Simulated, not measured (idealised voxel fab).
This is a process module. Its name is voxel capacitor over wiring.
Xsec cut, 210 nm wide, square cell size 5 nm.
The cross-sections in this document take the form of a grid made of square cells. They are written out as bands, in order from top to bottom. Each band consists of one or more rows of cells.
Band: top height; bottom height; in nm. Then, left to right: material with width in nm, for each material. "everywhere": a single material spanning edge to edge. "blank": empty space.
A quick word on heights: they are counted from 0, and under that level the wafer as it came to us is one material throughout. The lowest band is different from the rest in having no bottom; it simply continues downward, written as in "0 nm and below".
Read "30..40" as a graded width: first number on top, second number at the bottom, same change between each pair of neighbouring rows.
You'll sometimes find "nothing was modified" written for a step, and that's the way of saying that nowhere in the cross-section did a cell change during that step.
"Enclosed internal cavities" means: voids of 8 cells or more that are shut off from the top with no open way through. Written width x height at distance, distance from the left edge, in nm.
Where a step's line continues beyond its settings, the continuation is a remark by the simulator itself on that step.
"overlay nm" answers the question of how far to the right of plan the mask lay on a step that has a mask, and when it is negative the answer is to the left.

THE PLANNED PROCESS STEPS ARE ENUMERATED HEREUNDER
| 1 | op RECEIVE | material Si |
| 2 | op CONFORMAL_DEP | material SiO2 | thk nm 10 |
| 3 | op CONFORMAL_DEP | material SiCN | thk nm 5 |
| 4 | op DIRECTIONAL_DEP | material SiO2 | thk nm 25 |
| 5 | op PATTERN | tone open | mask id METAL_1 | material resist | width nm 25 | pitch nm 80 | thk nm 20 | overlay nm 0 |
| 6 | op DIRECTIONAL_ETCH | etch materials SiO2 | depth nm 25 |
| 7 | op DIRECTIONAL_ETCH | etch materials SiCN | depth nm 5 |
| 8 | op STRIP | etch materials resist |
| 9 | op CONFORMAL_DEP | material TiN | thk nm 5 |
| 10 | op FILL_DEP | material Ru | thk nm 10 |
| 11 | op CMP | height nm 40 |
| 12 | op CONFORMAL_DEP | material SiCN | thk nm 5 |
| 13 | op DIRECTIONAL_DEP | material lowk | thk nm 15 |
| 14 | op PATTERN | tone open | mask id PLUG_1 | material resist | width nm 15 | thk nm 15 | overlay nm 0 |
| 15 | op DIRECTIONAL_ETCH | etch materials lowk | depth nm 15 |
| 16 | op DIRECTIONAL_ETCH | etch materials SiCN | depth nm 5 |
| 17 | op STRIP | etch materials resist |
| 18 | op EPI | material Ru | thk nm 10 |
| 19 | op EPI | material Ru | thk nm 10 |
| 20 | op DIRECTIONAL_DEP | material TiN | thk nm 10 |
| 21 | op DIRECTIONAL_DEP | material Al2O3 | thk nm 5 |
| 22 | op DIRECTIONAL_DEP | material TiN | thk nm 10 |
| 23 | op DIRECTIONAL_DEP | material aC | thk nm 10 |
| 24 | op PATTERN | tone cover | mask id UPPER_PLATE | material resist | width nm 60 | thk nm 25 | overlay nm 0 |
| 25 | op DIRECTIONAL_ETCH | etch materials aC | depth nm 10 |
| 26 | op STRIP | etch materials resist |
| 27 | op DIRECTIONAL_ETCH | etch materials TiN | depth nm 10 |
| 28 | op DIRECTIONAL_ETCH | etch materials Al2O3 | depth nm 5 |
| 29 | op STRIP | etch materials aC |
| 30 | op DIRECTIONAL_DEP | material aC | thk nm 15 |
| 31 | op PATTERN | tone cover | mask id LOWER_PLATE | material resist | width nm 70 | thk nm 30 | overlay nm 0 |
| 32 | op DIRECTIONAL_ETCH | etch materials aC | depth nm 15 |
| 33 | op STRIP | etch materials resist |
| 34 | op DIRECTIONAL_ETCH | etch materials TiN | depth nm 10 |
| 35 | op STRIP | etch materials aC |
| 36 | op FILL_DEP | material SiO2 | thk nm 15 |
| 37 | op CMP | height nm 95 |
| 38 | op DIRECTIONAL_DEP | material aC | thk nm 10 |
| 39 | op PATTERN | tone open | mask id PLUG_2 | material resist | width nm 15 | thk nm 25 | overlay nm 0 |
| 40 | op DIRECTIONAL_ETCH | etch materials aC | depth nm 10 |
| 41 | op STRIP | etch materials resist |
| 42 | op DIRECTIONAL_ETCH | etch materials SiO2 | depth nm 10 |
| 43 | op STRIP | etch materials aC |
| 44 | op CONFORMAL_DEP | material TiN | thk nm 5 |
| 45 | op FILL_DEP | material Cu | thk nm 5 |
| 46 | op CMP | height nm 95 |
| 47 | op CONFORMAL_DEP | material SiN | thk nm 5 |

CROSS-SECTION OF THE WAFER UPON ARRIVAL, REPRESENTING THE STATE REACHED AFTER STEP 1
0 nm and below = Si everywhere
Enclosed internal cavities: none

CROSS-SECTION AT MODULE END, ONE RUN ERROR; START AND PLAN UNCHANGED FROM ABOVE
100 nm to 95 nm = SiN everywhere
95 nm to 90 nm = SiO2 60 nm / TiN 5 nm / Cu 5 nm / TiN 5 nm / SiO2 135 nm
90 nm to 85 nm = SiO2 60 nm / TiN 15 nm / SiO2 135 nm
85 nm to 75 nm = SiO2 60 nm / TiN 60 nm / SiO2 90 nm
75 nm to 70 nm = SiO2 60 nm / Al2O3 60 nm / SiO2 90 nm
70 nm to 60 nm = SiO2 55 nm / TiN 70 nm / SiO2 85 nm
60 nm to 45 nm = lowk 60 nm / Ru 15 nm / lowk 135 nm
45 nm to 40 nm = SiCN 60 nm / Ru 15 nm / SiCN 135 nm
40 nm to 15 nm = SiO2 50 nm / TiN 5 nm / Ru 15 nm / TiN 5 nm / SiO2 55 nm / TiN 5 nm / Ru 15 nm / TiN 5 nm / SiO2 55 nm
15 nm to 10 nm = SiCN 50 nm / TiN 25 nm / SiCN 55 nm / TiN 25 nm / SiCN 55 nm
10 nm to 0 nm = SiO2 everywhere
0 nm and below = Si everywhere
Enclosed internal cavities: none
what went wrong: in deviation from the planned setting, step 39 was conducted as op PATTERN | tone open | mask id PLUG_2 | material resist | width nm 15 | thk nm 25 | overlay nm -10
